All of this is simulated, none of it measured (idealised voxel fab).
A process module follows: voxel self aligned contacts.
This is section cut - it's 250 nm across, gridded in 5 nm square cells.
Cross-section, as written here: a square-cell grid given band by band from the top down, where a band holds one or more rows of cells. For a band, the entry starts with two heights in nm, that of the top and then that of the bottom, and carries on with the band's materials in order from left to right, each alongside its width in nm; the word "edge to edge" beside a single material means it fills the band edge to edge, and "blank" means empty space. Height datum 0, below which the as-received substrate wafer is one material. Lowest band open at the bottom, running downward: "z 0 and below". A width given as "30 to 40" starts at the first number in the band's top row and ends at the second number in its bottom row, shifting by an equal amount at every step from row to row. Basically "no modifications" means that step didn't change any cell in the cross-section. The list in "Closed empty spaces" covers empty spaces of 8 cells or more that cannot reach the top through any open way, and it gives each as width x height at distance; the distance is from the left edge, and width, height and distance are in nm. Text after the settings on a step's line: the simulator's own remark on that step. On any step carrying a mask, the "overlay nm" setting, if present on the step's line, tells how far right of its planned place the mask lay; negative values point to the left.

[plan]
1: RECEIVE (material Si)
2: OXIDIZE (depth nm 5)
3: DIRECTIONAL_DEP (material polySi; thk nm 30)
4: DIRECTIONAL_DEP (material SiN; thk nm 20)
5: DIRECTIONAL_DEP (material aC; thk nm 15)
6: PATTERN (tone cover; mask id GATE; material resist; width nm 35; pitch nm 65; thk nm 30; overlay nm 0)
7: DIRECTIONAL_ETCH (etch materials aC; depth nm 15)
8: STRIP (etch materials resist)
9: DIRECTIONAL_ETCH (etch materials SiN; depth nm 20)
10: DIRECTIONAL_ETCH (etch materials polySi; depth nm 30)
11: STRIP (etch materials aC)
12: CONFORMAL_DEP (material SiN; thk nm 5)
13: DIRECTIONAL_ETCH (etch materials SiN; depth nm 5)
14: FILL_DEP (material SiO2; thk nm 20)
15: CMP (height nm 60)
16: DIRECTIONAL_DEP (material aC; thk nm 15)
17: PATTERN (tone open; mask id CONTACT; material resist; width nm 40; pitch nm 65; thk nm 30; overlay nm -15)
18: DIRECTIONAL_ETCH (etch materials aC; depth nm 15)
19: STRIP (etch materials resist)
20: DIRECTIONAL_ETCH (etch materials SiO2; depth nm 65)
21: STRIP (etch materials aC)
22: CONFORMAL_DEP (material TiN; thk nm 5)
23: FILL_DEP (material Ru; thk nm 5)
24: CMP (height nm 60)
25: CONFORMAL_DEP (material SiCN; thk nm 5)
The plan shows the overlay nm of step 17 as the first wafer had it; this setting differs between the wafers, which start out alike.

[The as-received cross-section of the first of several wafers corresponds to the state after step 1]
> z 0 and below  Si edge to edge
> Closed empty spaces: none

[After the module's final step, step 25: the first of several wafers in cross-section]
> z 65 to 60  SiCN edge to edge
> z 60 to 50  SiO2: 55; TiN: 5 to 30; Ru: 30 to 5; TiN: 5; SiO2: 25; TiN: 5 to 30; Ru: 30 to 5; TiN: 5; SiO2: 90
> z 50 to 30  SiO2: 35; SiN: 45; TiN: 5; Ru: 5; TiN: 5; SiO2: 5; SiN: 45; TiN: 5; Ru: 5; TiN: 5; SiO2: 5; SiN: 45; SiO2: 40
> z 30 to 0  SiO2: 35; SiN: 5; polySi: 35; SiN: 5; TiN: 5; Ru: 5; TiN: 5; SiO2: 5; SiN: 5; polySi: 35; SiN: 5; TiN: 5; Ru: 5; TiN: 5; SiO2: 5; SiN: 5; polySi: 35; SiN: 5; SiO2: 40
> z 0 to -5  SiO2: 80; TiN: 15; SiO2: 50; TiN: 15; SiO2: 90
> z -5 and below  Si edge to edge
> Closed empty spaces: none

[Last-wafer cross-section at the end of the module]
> z 65 to 60  SiCN edge to edge
> z 60 to 50  SiO2: 85; TiN: 5; Ru: 30 to 5; TiN: 5 to 30; SiO2: 25; TiN: 5; Ru: 30 to 5; TiN: 5 to 30; SiO2: 60
> z 50 to 30  SiO2: 35; SiN: 45; SiO2: 5; TiN: 5; Ru: 5; TiN: 5; SiN: 45; SiO2: 5; TiN: 5; Ru: 5; TiN: 5; SiN: 45; SiO2: 40
> z 30 to 0  SiO2: 35; SiN: 5; polySi: 35; SiN: 5; SiO2: 5; TiN: 5; Ru: 5; TiN: 5; SiN: 5; polySi: 35; SiN: 5; SiO2: 5; TiN: 5; Ru: 5; TiN: 5; SiN: 5; polySi: 35; SiN: 5; SiO2: 40
> z 0 to -5  SiO2: 85; TiN: 15; SiO2: 50; TiN: 15; SiO2: 85
> z -5 and below  Si edge to edge
> Closed empty spaces: none

[So in this table every wafer gets its own row, and what you see is where it stands at the end of the module: for each material, how many cells it picked up (+) or gave up (-) since we received it, and after that its closed voids]
overlay nm -15 | +34 Ru | -50 Si | +50 SiCN | +144 SiN | +282 SiO2 | +64 TiN | +126 polySi | Closed empty spaces: none
overlay nm -10 | +56 Ru | -50 Si | +50 SiCN | +144 SiN | +260 SiO2 | +64 TiN | +126 polySi | Closed empty spaces: none
overlay nm -5 | +56 Ru | -50 Si | +50 SiCN | +144 SiN | +260 SiO2 | +64 TiN | +126 polySi | Closed empty spaces: none
overlay nm 0 | +56 Ru | -50 Si | +50 SiCN | +144 SiN | +260 SiO2 | +64 TiN | +126 polySi | Closed empty spaces: none
overlay nm 5 | +56 Ru | -50 Si | +50 SiCN | +144 SiN | +260 SiO2 | +64 TiN | +126 polySi | Closed empty spaces: none
overlay nm 10 | +56 Ru | -50 Si | +50 SiCN | +144 SiN | +260 SiO2 | +64 TiN | +126 polySi | Closed empty spaces: none
overlay nm 15 | +34 Ru | -50 Si | +50 SiCN | +144 SiN | +282 SiO2 | +64 TiN | +126 polySi | Closed empty spaces: none
